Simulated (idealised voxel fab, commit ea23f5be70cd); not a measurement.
Proc. module: voxel ribs on slabs
The cross-section on display is named cut; it measures 180 nm wide, and its cells are 5 nm squares.
Cross-section format: a grid of square cells, given as bands from top to bottom; each band is one or more rows of cells.
In this notation a band is specified by the heights of its top and bottom, in that order and in nm, after which its materials appear from left to right, each paired with its width in nm. The word "full width" attached to a single material means that material fills the band from edge to edge; the word "air" stands for empty space.
Convention: height 0 is the level below which the wafer, as received, is all one material. The lowest band does not terminate at the bottom but continues downward, represented as "0 and below".
The notation "30 to 40" denotes a width that varies across the rows of cells in the band, beginning at the first number in the top row, finishing at the second number in the bottom row, and changing by an identical amount from each row to the next.
No cell of the cross-section changed in a step that is given as "remained the same".
You'll see "Closed internal cavities" listing empty spaces that have no way open to the top, as long as they're 8 cells or more; the notation is width x height at distance, where the distance is from the left edge, and all of it is in nm.
On each step's line, the part that comes after the settings is the simulator's own comment on the step.
A step line may carry the setting "overlay nm", which, for steps involving a mask, states the distance by which the mask lay to the right of its intended position; negative values denote displacement to the left.
-- The steps planned for the process are as follows
1. RECEIVE with material Si
2. DIRECTIONAL_DEP with material SiO2, thk nm 25
3. DIRECTIONAL_DEP with material polySi, thk nm 15
4. DIRECTIONAL_DEP with material aC, thk nm 10
5. PATTERN with tone cover, mask id RIB, material resist, width nm 20, thk nm 30, overlay nm 0
6. DIRECTIONAL_ETCH with etch materials aC, depth nm 10
7. STRIP with etch materials resist
8. DIRECTIONAL_ETCH with etch materials polySi, depth nm 10
9. STRIP with etch materials aC
10. PATTERN with tone cover, mask id SLAB, material resist, width nm 70, thk nm 15, overlay nm 0
11. DIRECTIONAL_ETCH with etch materials polySi, depth nm 5
12. STRIP with etch materials resist
13. FILL_DEP with material SiO2, thk nm 25
14. CMP with height nm 55
15. DIRECTIONAL_DEP with material TiN, thk nm 10
16. PATTERN with tone cover, mask id HEATER, material resist, width nm 30, thk nm 15, overlay nm 0
17. DIRECTIONAL_ETCH with etch materials TiN, depth nm 10
18. STRIP with etch materials resist
19. CONFORMAL_DEP with material SiN, thk nm 5
-- First wafer of two (run as planned)
-- Wafer cross-section on receipt, i.e. after step 1
* 0 and below | Si full width
* Closed internal cavities: none
-- How the wafer stands in section after step 2
* 25 down to 0 | SiO2 full width
* At heights below 0, the structure remains unaltered.
-- How the wafer stands in section after step 3
* 40 down to 25 | polySi full width
* At heights below 25, the structure remains unaltered.
-- How the wafer stands in section after step 4
* 50 down to 40 | aC full width
* At heights below 40, the structure remains unaltered.
-- How the wafer stands in section after step 5
* 80 down to 50 | air 80 | resist 20 | air 80
* At heights below 50, the structure remains unaltered.
-- How the wafer stands in section after step 6
* 70 down to 50 | air 80 | resist 20 | air 80
* 50 down to 40 | air 80 | aC 20 | air 80
* At heights below 40, the structure remains unaltered.
-- How the wafer stands in section after step 7
* 50 down to 40 | air 80 | aC 20 | air 80
* At heights below 40, the structure remains unaltered.
-- How the wafer stands in section after step 8
* 50 down to 40 | air 80 | aC 20 | air 80
* 40 down to 30 | air 80 | polySi 20 | air 80
* At heights below 30, the structure remains unaltered.
-- How the wafer stands in section after step 9
* 40 down to 30 | air 80 | polySi 20 | air 80
* At heights below 30, the structure remains unaltered.
-- How the wafer stands in section after step 10
* 55 down to 40 | air 55 | resist 70 | air 55
* 40 down to 30 | air 55 | resist 25 | polySi 20 | resist 25 | air 55
* At heights below 30, the structure remains unaltered.
-- How the wafer stands in section after step 11
* 55 down to 40 | air 55 | resist 70 | air 55
* 40 down to 30 | air 55 | resist 25 | polySi 20 | resist 25 | air 55
* 30 down to 25 | air 55 | polySi 70 | air 55
* At heights below 25, the structure remains unaltered.
-- How the wafer stands in section after step 12
* 40 down to 30 | air 80 | polySi 20 | air 80
* At heights below 30, the structure remains unaltered.
-- How the wafer stands in section after step 13
* 65 down to 40 | SiO2 full width
* 40 down to 30 | SiO2 80 | polySi 20 | SiO2 80
* 30 down to 25 | SiO2 55 | polySi 70 | SiO2 55
* At heights below 25, the structure remains unaltered.
-- How the wafer stands in section after step 14
* 55 down to 40 | SiO2 full width
* At heights below 40, the structure remains unaltered.
-- How the wafer stands in section after step 15
* 65 down to 55 | TiN full width
* At heights below 55, the structure remains unaltered.
-- How the wafer stands in section after step 16
* 80 down to 65 | air 75 | resist 30 | air 75
* At heights below 65, the structure remains unaltered.
-- How the wafer stands in section after step 17
* 80 down to 65 | air 75 | resist 30 | air 75
* 65 down to 55 | air 75 | TiN 30 | air 75
* At heights below 55, the structure remains unaltered.
-- How the wafer stands in section after step 18
* 65 down to 55 | air 75 | TiN 30 | air 75
* At heights below 55, the structure remains unaltered.
-- How the wafer stands in section after step 19
* 70 down to 65 | air 70 | SiN 40 | air 70
* 65 down to 60 | air 70 | SiN 5 | TiN 30 | SiN 5 | air 70
* 60 down to 55 | SiN 75 | TiN 30 | SiN 75
* At heights below 55, the structure remains unaltered.
-- Second Wafer (Identical Start and Plan, One Processing Error; Matches First Wafer Through Step 15)
-- Second wafer cross-section, taken as of the time the plan sets for step 16 to be done
* 80 down to 65 | air 80 | resist 25 | air 75
* At heights below 65, the structure remains unaltered.
-- Second wafer cross-section, taken as of the time the plan sets for step 17 to be done
* 80 down to 65 | air 80 | resist 25 | air 75
* 65 down to 55 | air 80 | TiN 25 | air 75
* At heights below 55, the structure remains unaltered.
-- Second wafer cross-section, taken as of the time the plan sets for step 18 to be done
* 65 down to 55 | air 80 | TiN 25 | air 75
* At heights below 55, the structure remains unaltered.
-- Second wafer cross-section, taken as of the time the plan sets for step 19 to be done
* 70 down to 65 | air 75 | SiN 35 | air 70
* 65 down to 60 | air 75 | SiN 5 | TiN 25 | SiN 5 | air 70
* 60 down to 55 | SiN 80 | TiN 25 | SiN 75
* At heights below 55, the structure remains unaltered.
Against the plan, the run slipped here: step 16, actual vs plan mismatch, actual run PATTERN with tone cover, mask id HEATER, material resist, width nm 25, thk nm 15, overlay nm 0
Upon completion, the second wafer contains, in terms of cells, a greater or smaller amount of certain materials than the first wafer: 2 fewer of TiN
